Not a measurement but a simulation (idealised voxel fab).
The document below concerns the process module designated voxel tone inversion.
160 nm wide, 5 nm square cells: that's cross-section cut.
A cross-section is written here as square cells arranged in a grid, and it is given in bands from the top down, each band taking up one or more rows of cells.
Quick guide to a band line: top height, bottom height (nm) up front; then every material left to right with its width in nm. Only one material and it's marked "all across"? Then it fills the band edge to edge. And "blank" just means empty space.
Heights are measured from 0, the level below which the as-received wafer is all one material; the lowest band has no bottom and continues downward, written as in "from 0 down".
Quick explanation for "30..40": the width changes in equal steps down the rows of cells, from the first number in the band's top row to the second number in its bottom row.
The designation "no change occurred", where it is given for a processing step, indicates that no cell of the cross-section was altered in the course of that step.
The label "Cavities, sealed" introduces a list of the empty spaces, 8 cells or larger, that have no open way up to the top; each entry in it reads width x height at distance, where the distance is taken from the left edge and all three are stated in nm.
What comes after the settings on a step's line is commentary from the simulator itself on that step.
A step's line can hold "overlay nm"; with a mask on that step, the setting says how far right of the planned place the mask lay, while a negative setting says it lay to the left.
**Steps planned for the process**
1 RECEIVE: material Si
2 CONFORMAL_DEP: material SiCN, thk nm 5
3 DIRECTIONAL_DEP: material aC, thk nm 25
4 PATTERN: tone cover, mask id POSTS, material resist, width nm 25, pitch nm 40, thk nm 30, overlay nm 0
5 DIRECTIONAL_ETCH: etch materials aC, depth nm 25
6 STRIP: etch materials resist
7 FILL_DEP: material SiO2, thk nm 5
8 CMP: height nm 30
9 STRIP: etch materials aC
**First of two wafers, processed according to plan**
**Here's what the wafer looked like in cross-section when it arrived - that's after step 1**
> from 0 down  Si all across
> Cavities, sealed: none
**Cross-section of the wafer after step 2**
> from 5 to 0  SiCN all across
> Whatever lies below 0 is exactly as it was before.
**Cross-section of the wafer after step 3**
> from 30 to 5  aC all across
> Whatever lies below 5 is exactly as it was before.
**Cross-section of the wafer after step 4**
> from 60 to 30  blank: 25 / resist: 25 / blank: 15 / resist: 25 / blank: 15 / resist: 25 / blank: 30
> Whatever lies below 30 is exactly as it was before.
**Cross-section of the wafer after step 5**
> from 35 to 30  blank: 25 / resist: 25 / blank: 15 / resist: 25 / blank: 15 / resist: 25 / blank: 30
> from 30 to 5  blank: 25 / aC: 25 / blank: 15 / aC: 25 / blank: 15 / aC: 25 / blank: 30
> Whatever lies below 5 is exactly as it was before.
**Cross-section of the wafer after step 6**
> from 30 to 5  blank: 25 / aC: 25 / blank: 15 / aC: 25 / blank: 15 / aC: 25 / blank: 30
> Whatever lies below 5 is exactly as it was before.
**Cross-section of the wafer after step 7**
> from 35 to 30  SiO2 all across
> from 30 to 5  SiO2: 25 / aC: 25 / SiO2: 15 / aC: 25 / SiO2: 15 / aC: 25 / SiO2: 30
> Whatever lies below 5 is exactly as it was before.
**Cross-section of the wafer after step 8**
> from 30 to 5  SiO2: 25 / aC: 25 / SiO2: 15 / aC: 25 / SiO2: 15 / aC: 25 / SiO2: 30
> Whatever lies below 5 is exactly as it was before.
**Cross-section of the wafer after step 9**
> from 30 to 5  SiO2: 25 / blank: 25 / SiO2: 15 / blank: 25 / SiO2: 15 / blank: 25 / SiO2: 30
> Whatever lies below 5 is exactly as it was before.
**Notes, second wafer: start = first wafer's, plan = first wafer's, execution had one mistake; history identical to first through step 8**
**Second wafer, cross-section, planned end of step 9**
> from 30 to 5  SiO2: 25 / blank: 25 / SiO2: 15 / blank: 25 / SiO2: 15 / blank: 25 / SiO2: 30
> Whatever lies below 5 is exactly as it was before.
Run error: step 9 was run twice
Final cross-sections of the two wafers are identical, so the mistake has no effect on what this model computes.
